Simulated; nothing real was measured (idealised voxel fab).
Process module under the name voxel ribs on slabs
Displayed cross-section: cut, width of 145 nm, square cells sized 5 nm.
Each cross-section below is a grid of square cells, stated as bands in top-down order, with one or more rows of cells making up each band. This entry defines a band. It first specifies the height of the band's top and the height of its bottom in nm, and then specifies the band's materials from left to right, stating each material with its width in nm. The word "full width" identifies a single material that fills the band from edge to edge, while the word "empty" identifies empty space. Heads up on the height convention: 0 is the point under which the incoming wafer is all one material, and the lowest band has no bottom, it just keeps going down, like "0 -> down". A width given as "30->40" starts at the first number in the band's top row and ends at the second number in its bottom row, shifting by an equal amount at every step from row to row. "nothing altered" after a step means that no cell of the cross-section changed. "Closed void table" means: voids of 8 cells or more that are shut off from the top with no open way through. Written width x height at distance, distance from the left edge, in nm. On a step's line, text after the settings is the simulator commenting on that step. The line of a step may include "overlay nm". On a step with a mask, this value is how far to the right of its planned place the mask lay. A negative value means the mask lay to the left.

SET OUT BELOW ARE THE PLANNED STEPS OF THE PROCESS
step 1: RECEIVE with material Si
step 2: DIRECTIONAL_DEP with material SiO2, thk nm 30
step 3: DIRECTIONAL_DEP with material polySi, thk nm 15
step 4: MASKED_ETCH with tone cover, mask id RIB, width nm 25, etch materials polySi, depth nm 5, overlay nm 0
step 5: PATTERN with tone cover, mask id SLAB, material resist, width nm 65, thk nm 20, overlay nm -15
step 6: DIRECTIONAL_ETCH with etch materials polySi, depth nm 10
step 7: STRIP with etch materials resist
step 8: FILL_DEP with material SiO2, thk nm 30
step 9: CMP with height nm 65
step 10: DIRECTIONAL_DEP with material TiN, thk nm 10
step 11: PATTERN with tone cover, mask id HEATER, material resist, width nm 35, thk nm 15, overlay nm 0
step 12: DIRECTIONAL_ETCH with etch materials TiN, depth nm 10
step 13: STRIP with etch materials resist
step 14: CONFORMAL_DEP with material SiO2, thk nm 5
Heads up: all these wafers start the same, and what changes between them is the overlay nm in step 5. The value you see in the plan is just what the first wafer got.

AS RECEIVED, I.E. AFTER STEP 1: CROSS-SECTION THROUGH THE FIRST OF SEVERAL WAFERS
- 0 -> down: Si full width
- Closed void table: none

WAFER ROWS, END OF MODULE: CELLS PER MATERIAL GAINED (+) OR LOST (-) SINCE RECEIPT; CLOSED VOIDS LAST
overlay nm -15; +379 SiO2; +14 TiN; +31 polySi; Closed void table: none
overlay nm -10; +379 SiO2; +14 TiN; +31 polySi; Closed void table: none
overlay nm -5; +379 SiO2; +14 TiN; +31 polySi; Closed void table: none
overlay nm 0; +379 SiO2; +14 TiN; +31 polySi; Closed void table: none
overlay nm 5; +379 SiO2; +14 TiN; +31 polySi; Closed void table: none
overlay nm 10; +379 SiO2; +14 TiN; +31 polySi; Closed void table: none
overlay nm 15; +379 SiO2; +14 TiN; +31 polySi; Closed void table: none
